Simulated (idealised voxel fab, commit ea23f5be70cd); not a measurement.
Herein follows the process module entitled voxel self aligned contacts.
Square cell edge 5 nm, section width 300 nm, ID cut.
Bands, listed from the top down, are how a cross-section gets written in this document; the cross-section itself is a grid of square cells, and a band is one or more rows of them. Band: top and bottom heights (nm) first, top before bottom; then materials from left to right, widths in nm. "everywhere" marks a sole material filling the band edge to edge. "blank" denotes empty space. Height reference: 0 = level under which incoming wafer is all one material. Lowest band: no bottom, runs on downward, e.g. "0 nm and below". Note: "30 to 40" means the width goes from the first number (top row of the band) to the second number (bottom row) in equal steps per row of cells. For the purposes of this document, the phrase "remained the same" attached to a step denotes that no cell within the cross-section was modified by that step. What "Closed void catalog" gives you is every empty space of 8 cells or more that is cut off from the top. Each appears as width x height at distance, with the distance taken from the left edge and width, height and distance all in nm. Step line, after settings: the simulator's comment on this step. "overlay nm" on a masked step: distance the mask lay right of its planned place, negative for left.
The following list gives the planned process steps
step 1: RECEIVE,material Si
step 2: OXIDIZE,depth nm 5
step 3: DIRECTIONAL_DEP,material polySi,thk nm 20
step 4: DIRECTIONAL_DEP,material SiN,thk nm 15
step 5: MASKED_ETCH,tone cover,mask id GATE,width nm 25,pitch nm 60,etch materials SiN,depth nm 15,overlay nm 0
step 6: MASKED_ETCH,tone cover,mask id GATE,width nm 25,pitch nm 60,etch materials polySi,depth nm 20,overlay nm 0
step 7: CONFORMAL_DEP,material SiN,thk nm 5
step 8: DIRECTIONAL_ETCH,etch materials SiN,depth nm 5
step 9: FILL_DEP,material SiO2,thk nm 15
step 10: CMP,height nm 40
step 11: DIRECTIONAL_DEP,material aC,thk nm 10
step 12: PATTERN,tone open,mask id CONTACT,material resist,width nm 45,thk nm 30,overlay nm 0
step 13: DIRECTIONAL_ETCH,etch materials aC,depth nm 10
step 14: STRIP,etch materials resist
step 15: DIRECTIONAL_ETCH,etch materials SiO2,depth nm 45
step 16: STRIP,etch materials aC
step 17: CONFORMAL_DEP,material TiN,thk nm 5
step 18: FILL_DEP,material Ru,thk nm 5
step 19: CMP,height nm 40
step 20: CONFORMAL_DEP,material SiN,thk nm 5
as received, after step 1
	0 nm and below = Si everywhere
	Closed void catalog: none
Post-module cross-section: identical start and plan to those above, one misstep in execution
	45 nm to 40 nm = SiN everywhere
	40 nm to 35 nm = 125 SiO2; 15 TiN; 15 Ru; 15 TiN; 130 SiO2
	35 nm to 20 nm = 100 SiO2; 35 SiN; 5 TiN; 15 Ru; 5 TiN; 35 SiN; 105 SiO2
	20 nm to 5 nm = 100 SiO2; 5 SiN; 25 polySi; 5 SiN; 5 TiN; 15 Ru; 5 TiN; 5 SiN; 25 polySi; 5 SiN; 105 SiO2
	5 nm to 0 nm = 100 SiO2; 5 SiN; 25 polySi; 5 SiN; 25 TiN; 5 SiN; 25 polySi; 5 SiN; 105 SiO2
	0 nm and below = Si everywhere
	Closed void catalog: none
So what did we get wrong on this run? heads up, step 2 of the plan was skipped and never actually ran
